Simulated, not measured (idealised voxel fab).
Presented below is a process module, voxel ribs on slabs.
This is section cut - it's 200 nm across, gridded in 5 nm square cells.
Each cross-section below is a grid of square cells, stated as bands in top-down order, with one or more rows of cells making up each band. Per band: top height and bottom height in nm, followed by the left-to-right materials and their widths in nm; "all across" marks a single material spanning edge to edge, "empty" marks empty space. Note: height 0 marks the level under which the wafer is uniformly one material as received. Lowest band unbounded below, written "top 0, no bottom". Width spec "30 to 40" -> top row of cells at first value, bottom row at second value, equal per-row change in between. Given "no modifications" for a step, no cell of the cross-section differs between before and after that step. This entry, "Enclosed void entries", enumerates those empty regions of no fewer than 8 cells that possess no open connection to the top. Each region is reported in the form width x height at distance, the distance being taken from the left edge, with all three quantities expressed in nm. On a step's line, text after the settings is the simulator commenting on that step. On any step carrying a mask, the "overlay nm" setting, if present on the step's line, tells how far right of its planned place the mask lay; negative values point to the left.
[Here's what the planned process steps look like]
step 1: RECEIVE,material Si
step 2: DIRECTIONAL_DEP,material SiO2,thk nm 25
step 3: DIRECTIONAL_DEP,material SiN,thk nm 25
step 4: MASKED_ETCH,tone cover,mask id RIB,width nm 25,etch materials SiN,depth nm 20,overlay nm 0
step 5: DIRECTIONAL_DEP,material aC,thk nm 15
step 6: PATTERN,tone cover,mask id SLAB,material resist,width nm 55,thk nm 30,overlay nm 0
step 7: DIRECTIONAL_ETCH,etch materials aC,depth nm 15
step 8: STRIP,etch materials resist
step 9: DIRECTIONAL_ETCH,etch materials SiN,depth nm 5
step 10: STRIP,etch materials aC
step 11: FILL_DEP,material SiO2,thk nm 20
step 12: CMP,height nm 60
step 13: DIRECTIONAL_DEP,material W,thk nm 5
step 14: MASKED_ETCH,tone cover,mask id HEATER,width nm 35,etch materials W,depth nm 5,overlay nm 0
step 15: CONFORMAL_DEP,material SiN,thk nm 10
[Wafer, first of two, run as planned]
[Received-state cross-section, reflecting completion of step 1]
- top 0, no bottom | Si all across
- Enclosed void entries: none
[You're looking at a cross-section of the wafer after step 2]
- top 25, bottom 0 | SiO2 all across
- below 0: unchanged
[You're looking at a cross-section of the wafer after step 3]
- top 50, bottom 25 | SiN all across
- below 25: unchanged
[You're looking at a cross-section of the wafer after step 4]
- top 50, bottom 30 | empty=85; SiN=25; empty=90
- below 30: unchanged
[You're looking at a cross-section of the wafer after step 5]
- top 65, bottom 50 | empty=85; aC=25; empty=90
- top 50, bottom 45 | empty=85; SiN=25; empty=90
- top 45, bottom 30 | aC=85; SiN=25; aC=90
- below 30: unchanged
[You're looking at a cross-section of the wafer after step 6]
- top 95, bottom 65 | empty=70; resist=55; empty=75
- top 65, bottom 50 | empty=70; resist=15; aC=25; resist=15; empty=75
- top 50, bottom 45 | empty=70; resist=15; SiN=25; resist=15; empty=75
- below 45: unchanged
[You're looking at a cross-section of the wafer after step 7]
- top 80, bottom 65 | empty=70; resist=55; empty=75
- top 65, bottom 50 | empty=70; resist=15; aC=25; resist=15; empty=75
- top 50, bottom 45 | empty=70; resist=15; SiN=25; resist=15; empty=75
- top 45, bottom 30 | empty=70; aC=15; SiN=25; aC=15; empty=75
- below 30: unchanged
[You're looking at a cross-section of the wafer after step 8]
- top 65, bottom 50 | empty=85; aC=25; empty=90
- top 50, bottom 45 | empty=85; SiN=25; empty=90
- below 45: unchanged
[You're looking at a cross-section of the wafer after step 9]
- top 65, bottom 50 | empty=85; aC=25; empty=90
- top 50, bottom 45 | empty=85; SiN=25; empty=90
- top 45, bottom 30 | empty=70; aC=15; SiN=25; aC=15; empty=75
- top 30, bottom 25 | empty=70; SiN=55; empty=75
- below 25: unchanged
[You're looking at a cross-section of the wafer after step 10]
- top 50, bottom 30 | empty=85; SiN=25; empty=90
- below 30: unchanged
[You're looking at a cross-section of the wafer after step 11]
- top 70, bottom 50 | SiO2 all across
- top 50, bottom 30 | SiO2=85; SiN=25; SiO2=90
- top 30, bottom 25 | SiO2=70; SiN=55; SiO2=75
- below 25: unchanged
[You're looking at a cross-section of the wafer after step 12]
- top 60, bottom 50 | SiO2 all across
- below 50: unchanged
[You're looking at a cross-section of the wafer after step 13]
- top 65, bottom 60 | W all across
- below 60: unchanged
[You're looking at a cross-section of the wafer after step 14]
- top 65, bottom 60 | empty=80; W=35; empty=85
- below 60: unchanged
[You're looking at a cross-section of the wafer after step 15]
- top 75, bottom 70 | empty=70; SiN=55; empty=75
- top 70, bottom 65 | SiN all across
- top 65, bottom 60 | SiN=80; W=35; SiN=85
- below 60: unchanged
[The remaining wafer, second of the two, started like the first and was run to the same plan, except that one mistake was made along the way; the two coincide through step 4, inclusive]
[Second wafer, cut view, end of step 5 per plan]
- top 65, bottom 45 | empty=85; SiN=25; empty=90
- top 45, bottom 25 | SiN all across
- below 25: unchanged
[Second wafer, cut view, end of step 6 per plan]
- top 95, bottom 65 | empty=70; resist=55; empty=75
- top 65, bottom 45 | empty=70; resist=15; SiN=25; resist=15; empty=75
- below 45: unchanged
[Second wafer, cut view, end of step 7 per plan]
- top 80, bottom 65 | empty=70; resist=55; empty=75
- below 65: unchanged
[Second wafer, cut view, end of step 8 per plan]
- top 65, bottom 45 | empty=85; SiN=25; empty=90
- below 45: unchanged
[Second wafer, cut view, end of step 9 per plan]
- top 60, bottom 40 | empty=85; SiN=25; empty=90
- below 40: unchanged
Second wafer, cut view, end of step 10 per plan: no modifications
[Second wafer, cut view, end of step 11 per plan]
- top 80, bottom 60 | SiO2 all across
- top 60, bottom 40 | SiO2=85; SiN=25; SiO2=90
- below 40: unchanged
[Second wafer, cut view, end of step 12 per plan]
- top 60, bottom 40 | SiO2=85; SiN=25; SiO2=90
- below 40: unchanged
[Second wafer, cut view, end of step 13 per plan]
- top 65, bottom 60 | W all across
- below 60: unchanged
[Second wafer, cut view, end of step 14 per plan]
- top 65, bottom 60 | empty=80; W=35; empty=85
- below 60: unchanged
[Second wafer, cut view, end of step 15 per plan]
- top 75, bottom 70 | empty=70; SiN=55; empty=75
- top 70, bottom 65 | SiN all across
- top 65, bottom 60 | SiN=80; W=35; SiN=85
- below 60: unchanged
What went wrong in running the wafer? rather than as planned, step 5 actually ran as DIRECTIONAL_DEP,material SiN,thk nm 15
Counted in cells at the end, the second wafer holds more or fewer of these materials than the first: 109 more of SiN; 109 fewer of SiO2
